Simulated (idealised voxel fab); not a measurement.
process module | voxel transistor to metal
Square cells of 5 nm make up the cross-section cut, whose width is 265 nm.
Reading order for cross-sections: top band down to bottom band. Underlying form: a grid of square cells. Band size: one or more rows of cells. The band entry comprises the height of the band's top followed by the height of its bottom, expressed in nm, and subsequently the band's materials from left to right, each stated together with its width in nm. Where a single material is marked with the word "throughout", that material fills the band from edge to edge. The word "air" represents empty space. Note: height 0 marks the level under which the wafer is uniformly one material as received. Lowest band unbounded below, written "z 0 and below". You'd read "30->40" like this: the band's top row of cells is as wide as the first number, its bottom row is as wide as the second, and going down, every row changes width by the same amount as the row before did. Any step labelled "stayed the same" changed none of the cells in the cross-section. Internal closed voids: empty space of 8 cells or more with no open way to the top, each as width x height at its distance from the left edge, in nm. What comes after the settings on a step's line is commentary from the simulator itself on that step. The optional step-line setting "overlay nm" applies to steps with a mask and quantifies how far to the right of its planned location the mask lay, a negative value indicating leftward placement.
[The steps planned for the process are as follows]
1: op RECEIVE | material Si
2: op CONFORMAL_DEP | material SiO2 | thk nm 5
3: op CONFORMAL_DEP | material SiN | thk nm 10
4: op DIRECTIONAL_DEP | material aC | thk nm 10
5: op PATTERN | tone cover | mask id ACTIVE | material resist | width nm 105 | pitch nm 125 | thk nm 30 | overlay nm 0
6: op DIRECTIONAL_ETCH | etch materials aC | depth nm 10
7: op STRIP | etch materials resist
8: op DIRECTIONAL_ETCH | etch materials SiN | depth nm 10
9: op DIRECTIONAL_ETCH | etch materials SiO2 | depth nm 5
10: op DIRECTIONAL_ETCH | etch materials Si | depth nm 35
11: op STRIP | etch materials aC
12: op FILL_DEP | material SiO2 | thk nm 10
13: op CMP | height nm 15
14: op SELECTIVE_ETCH | etch materials SiO2 | depth nm 5
15: op STRIP | etch materials SiN
16: op SELECTIVE_ETCH | etch materials SiO2 | depth nm 5
17: op OXIDIZE | depth nm 5
18: op DIRECTIONAL_DEP | material polySi | thk nm 25
19: op DIRECTIONAL_DEP | material SiCN | thk nm 15
20: op MASKED_ETCH | tone cover | mask id GATE | width nm 25 | pitch nm 125 | etch materials SiCN | depth nm 25 | overlay nm 0
21: op MASKED_ETCH | tone cover | mask id GATE | width nm 25 | pitch nm 125 | etch materials polySi | depth nm 35 | overlay nm 0
22: op CONFORMAL_DEP | material SiN | thk nm 5
23: op DIRECTIONAL_ETCH | etch materials SiN | depth nm 5
24: op DIRECTIONAL_ETCH | etch materials SiO2 | depth nm 5
25: op EPI | material nSi | thk nm 5
26: op FILL_DEP | material SiO2 | thk nm 10
27: op CMP | height nm 25
28: op STRIP | etch materials polySi
29: op SELECTIVE_ETCH | etch materials SiO2 | depth nm 5
30: op CONFORMAL_DEP | material HfO2 | thk nm 5
31: op CONFORMAL_DEP | material TiN | thk nm 5
32: op FILL_DEP | material W | thk nm 10
33: op CMP | height nm 20
34: op DIRECTIONAL_DEP | material SiO2 | thk nm 10
35: op PATTERN | tone open | mask id CONTACT | material resist | width nm 15 | thk nm 20 | overlay nm 0
36: op DIRECTIONAL_ETCH | etch materials SiO2 | depth nm 30
37: op STRIP | etch materials resist
38: op CONFORMAL_DEP | material TiN | thk nm 5
39: op FILL_DEP | material Ru | thk nm 10
40: op CMP | height nm 30
41: op CONFORMAL_DEP | material SiN | thk nm 5
42: op DIRECTIONAL_DEP | material lowk | thk nm 15
43: op PATTERN | tone open | mask id METAL_1 | material resist | width nm 15 | thk nm 15 | overlay nm 0
44: op DIRECTIONAL_ETCH | etch materials lowk | depth nm 15
45: op DIRECTIONAL_ETCH | etch materials SiN | depth nm 5
46: op STRIP | etch materials resist
47: op CONFORMAL_DEP | material TiN | thk nm 5
48: op FILL_DEP | material Cu | thk nm 5
49: op CMP | height nm 50
50: op EPI | material Ru | thk nm 5
51: op FILL_DEP | material SiCN | thk nm 5
[Step 1 complete: cross-section of the wafer as received]
> z 0 and below | Si throughout
> Internal closed voids: none
[Wafer cross-section at end of module: start and plan as shown above, one execution error]
> z 60 to 55 | SiCN throughout
> z 55 to 50 | 20 SiCN / 25 Ru / 45 SiCN / 25 Ru / 30 SiCN / 25 Ru / 45 SiCN / 25 Ru / 25 SiCN
> z 50 to 45 | 25 SiN / 15 TiN / 55 SiN / 15 TiN / 40 SiN / 15 TiN / 55 SiN / 15 TiN / 30 SiN
> z 45 to 30 | lowk throughout
> z 30 to 20 | 25 SiO2 / 5 TiN / 5 Ru / 5 TiN / 55 SiO2 / 5 TiN / 5 Ru / 5 TiN / 40 SiO2 / 5 TiN / 5 Ru / 5 TiN / 55 SiO2 / 5 TiN / 5 Ru / 5 TiN / 30 SiO2
> z 20 to 5 | 25 SiO2 / 5 TiN / 5 Ru / 5 TiN / 10 SiO2 / 5 SiN / 5 HfO2 / 5 TiN / 5 W / 5 TiN / 5 HfO2 / 5 SiN / 10 SiO2 / 5 TiN / 5 Ru / 5 TiN / 40 SiO2 / 5 TiN / 5 Ru / 5 TiN / 10 SiO2 / 5 SiN / 5 HfO2 / 5 TiN / 5 W / 5 TiN / 5 HfO2 / 5 SiN / 10 SiO2 / 5 TiN / 5 Ru / 5 TiN / 30 SiO2
> z 5 to 0 | 10 SiO2 / 5 SiN / 10 SiO2 / 15 TiN / 10 SiO2 / 5 SiN / 5 HfO2 / 15 TiN / 5 HfO2 / 5 SiN / 10 SiO2 / 15 TiN / 10 SiO2 / 5 SiN / 10 SiO2 / 5 SiN / 10 SiO2 / 15 TiN / 10 SiO2 / 5 SiN / 5 HfO2 / 15 TiN / 5 HfO2 / 5 SiN / 10 SiO2 / 15 TiN / 10 SiO2 / 5 SiN / 15 SiO2
> z 0 to -5 | 15 SiO2 / 35 nSi / 35 HfO2 / 35 nSi / 20 SiO2 / 35 nSi / 35 HfO2 / 35 nSi / 20 SiO2
> z -5 to -35 | 15 SiO2 / 105 Si / 20 SiO2 / 105 Si / 20 SiO2
> z -35 and below | Si throughout
> Internal closed voids: none
Where did the run depart from the plan? plan vs actual: 41 and 42 interchanged
